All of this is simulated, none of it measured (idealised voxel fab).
Process module under the name voxel transistor to metal
Square cells of 5 nm make up the cross-section cut, whose width is 170 nm.
Cross-section = grid of square cells, listed top down in bands; band = one or more rows.
For a band, the entry starts with two heights in nm, that of the top and then that of the bottom, and carries on with the band's materials in order from left to right, each alongside its width in nm; the word "all across" beside a single material means it fills the band edge to edge, and "empty" means empty space.
Ref level 0: as-received wafer is one material below here. Bottom band extends down with no lower bound ("0 and below").
Per-row width for "30 to 40": begins at first number (top row of band), ends at second number (bottom row), increment between rows held constant.
Basically "nothing was modified" means that step didn't change any cell in the cross-section.
The label "Enclosed internal cavities" introduces a list of the empty spaces, 8 cells or larger, that have no open way up to the top; each entry in it reads width x height at distance, where the distance is taken from the left edge and all three are stated in nm.
Step line, after settings: the simulator's comment on this step.
The setting "overlay nm" may be written on the line of a step. When the step uses a mask, the value reports how far to the right of the planned place the mask lay, and a negative value reports that it lay to the left.
# Set out below are the planned steps of the process
1,RECEIVE,material Si
2,OXIDIZE,depth nm 5
3,CONFORMAL_DEP,material SiN,thk nm 5
4,MASKED_ETCH,tone cover,mask id ACTIVE,width nm 110,etch materials SiN,depth nm 10,overlay nm 0
5,MASKED_ETCH,tone cover,mask id ACTIVE,width nm 110,etch materials SiO2,depth nm 5,overlay nm 0
6,MASKED_ETCH,tone cover,mask id ACTIVE,width nm 110,etch materials Si,depth nm 20,overlay nm 0
7,OXIDIZE,depth nm 5
8,FILL_DEP,material SiO2,thk nm 15
9,CMP,height nm 10
10,SELECTIVE_ETCH,etch materials SiO2,depth nm 10
11,STRIP,etch materials SiN
12,SELECTIVE_ETCH,etch materials SiO2,depth nm 5
13,OXIDIZE,depth nm 5
14,DIRECTIONAL_DEP,material polySi,thk nm 20
15,DIRECTIONAL_DEP,material SiCN,thk nm 10
16,DIRECTIONAL_DEP,material aC,thk nm 15
17,PATTERN,tone cover,mask id GATE,material resist,width nm 30,thk nm 35,overlay nm 0
18,DIRECTIONAL_ETCH,etch materials aC,depth nm 15
19,STRIP,etch materials resist
20,DIRECTIONAL_ETCH,etch materials SiCN,depth nm 20
21,DIRECTIONAL_ETCH,etch materials polySi,depth nm 30
22,STRIP,etch materials aC
23,CONFORMAL_DEP,material SiO2,thk nm 5
24,DIRECTIONAL_ETCH,etch materials SiO2,depth nm 5
25,CONFORMAL_DEP,material SiN,thk nm 5
26,DIRECTIONAL_ETCH,etch materials SiN,depth nm 5
27,DIRECTIONAL_ETCH,etch materials SiO2,depth nm 5
28,DIRECTIONAL_ETCH,etch materials Si,depth nm 10
29,EPI,material SiGe,thk nm 15
30,FILL_DEP,material SiO2,thk nm 10
31,CMP,height nm 15
32,STRIP,etch materials polySi
33,SELECTIVE_ETCH,etch materials SiO2,depth nm 5
34,CONFORMAL_DEP,material HfO2,thk nm 5
35,CONFORMAL_DEP,material TiN,thk nm 5
36,FILL_DEP,material W,thk nm 5
37,CMP,height nm 10
38,DIRECTIONAL_DEP,material SiO2,thk nm 10
39,MASKED_ETCH,tone open,mask id CONTACT,width nm 20,pitch nm 80,etch materials SiO2,depth nm 25,overlay nm 0
40,CONFORMAL_DEP,material TiN,thk nm 5
41,FILL_DEP,material W,thk nm 10
42,CMP,height nm 20
43,DIRECTIONAL_DEP,material TiN,thk nm 5
44,DIRECTIONAL_DEP,material W,thk nm 20
45,PATTERN,tone cover,mask id METAL_1,material resist,width nm 20,pitch nm 80,thk nm 20,overlay nm 0
46,DIRECTIONAL_ETCH,etch materials W,depth nm 20
47,DIRECTIONAL_ETCH,etch materials TiN,depth nm 5
48,STRIP,etch materials resist
49,CONFORMAL_DEP,material SiN,thk nm 5
50,FILL_DEP,material lowk,thk nm 10
51,CMP,height nm 45
52,CONFORMAL_DEP,material SiN,thk nm 5
Heads up: all these wafers start the same, and what changes between them is the thk nm in step 3. The value you see in the plan is just what the first wafer got.
# Here's the first of the wafers in cross-section, just as we got it, i.e. after step 1
	0 and below | Si all across
	Enclosed internal cavities: none
# first wafer at the end, after step 52
	50 down to 45 | SiN all across
	45 down to 25 | lowk: 30; SiN: 5; W: 20; SiN: 5; lowk: 50; SiN: 5; W: 20; SiN: 5; lowk: 30
	25 down to 20 | SiN: 35; TiN: 20; SiN: 60; TiN: 20; SiN: 35
	20 down to 10 | SiO2: 35; TiN: 5; W: 10; TiN: 5; SiO2: 60; TiN: 5; W: 10; TiN: 5; SiO2: 35
	10 down to 5 | SiO2: 35; TiN: 20; SiO2: 5; SiN: 5; HfO2: 5; TiN: 5; W: 20; TiN: 5; HfO2: 5; SiN: 5; SiO2: 5; TiN: 20; SiO2: 35
	5 down to 0 | SiO2: 35; TiN: 10; SiGe: 15; SiN: 5; HfO2: 5; TiN: 5; W: 20; TiN: 5; HfO2: 5; SiN: 5; SiGe: 15; TiN: 10; SiO2: 35
	0 down to -5 | SiO2: 35; TiN: 10; SiGe: 15; SiN: 5; HfO2: 5; TiN: 30; HfO2: 5; SiN: 5; SiGe: 15; TiN: 10; SiO2: 35
	-5 down to -10 | SiO2: 30; SiGe: 30; SiO2: 5; HfO2: 40; SiO2: 5; SiGe: 30; SiO2: 30
	-10 down to -20 | SiO2: 35; SiGe: 25; Si: 50; SiGe: 25; SiO2: 35
	-20 down to -30 | SiO2: 35; Si: 100; SiO2: 35
	-30 and below | Si all across
	Enclosed internal cavities: none
# Wafer cross-section (last wafer, module end)
	50 down to 45 | SiN all across
	45 down to 25 | lowk: 30; SiN: 5; W: 20; SiN: 5; lowk: 50; SiN: 5; W: 20; SiN: 5; lowk: 30
	25 down to 20 | SiN: 35; TiN: 20; SiN: 60; TiN: 20; SiN: 35
	20 down to 10 | SiO2: 35; TiN: 5; W: 10; TiN: 5; SiO2: 60; TiN: 5; W: 10; TiN: 5; SiO2: 35
	10 down to 5 | SiO2: 35; TiN: 20; SiO2: 5; SiN: 5; HfO2: 5; TiN: 5; W: 20; TiN: 5; HfO2: 5; SiN: 5; SiO2: 5; TiN: 20; SiO2: 35
	5 down to 0 | SiO2: 35; TiN: 10; SiGe: 15; SiN: 5; HfO2: 5; TiN: 5; W: 20; TiN: 5; HfO2: 5; SiN: 5; SiGe: 15; TiN: 10; SiO2: 35
	0 down to -5 | SiO2: 35; TiN: 10; SiGe: 15; SiN: 5; HfO2: 5; TiN: 30; HfO2: 5; SiN: 5; SiGe: 15; TiN: 10; SiO2: 35
	-5 down to -10 | SiGe: 60; SiO2: 5; HfO2: 40; SiO2: 5; SiGe: 60
	-10 down to -20 | SiGe: 60; Si: 50; SiGe: 60
	-20 and below | Si all across
	Enclosed internal cavities: none
# Every row in this table is a wafer at the end of the module, and it gives, for each of the materials, the cells that wafer has gained (+) or lost (-) since it was received, then its closed voids
thk nm 5; +14 HfO2; -144 Si; +44 SiGe; +82 SiN; +166 SiO2; +42 TiN; +48 W; +88 lowk; Enclosed internal cavities: none
thk nm 10; +14 HfO2; -144 Si; +44 SiGe; +82 SiN; +166 SiO2; +42 TiN; +48 W; +88 lowk; Enclosed internal cavities: none
thk nm 15; +14 HfO2; -116 Si; +84 SiGe; +82 SiN; +98 SiO2; +42 TiN; +48 W; +88 lowk; Enclosed internal cavities: none
thk nm 20; +14 HfO2; -116 Si; +84 SiGe; +82 SiN; +98 SiO2; +42 TiN; +48 W; +88 lowk; Enclosed internal cavities: none
thk nm 25; +14 HfO2; -116 Si; +84 SiGe; +82 SiN; +98 SiO2; +42 TiN; +48 W; +88 lowk; Enclosed internal cavities: none
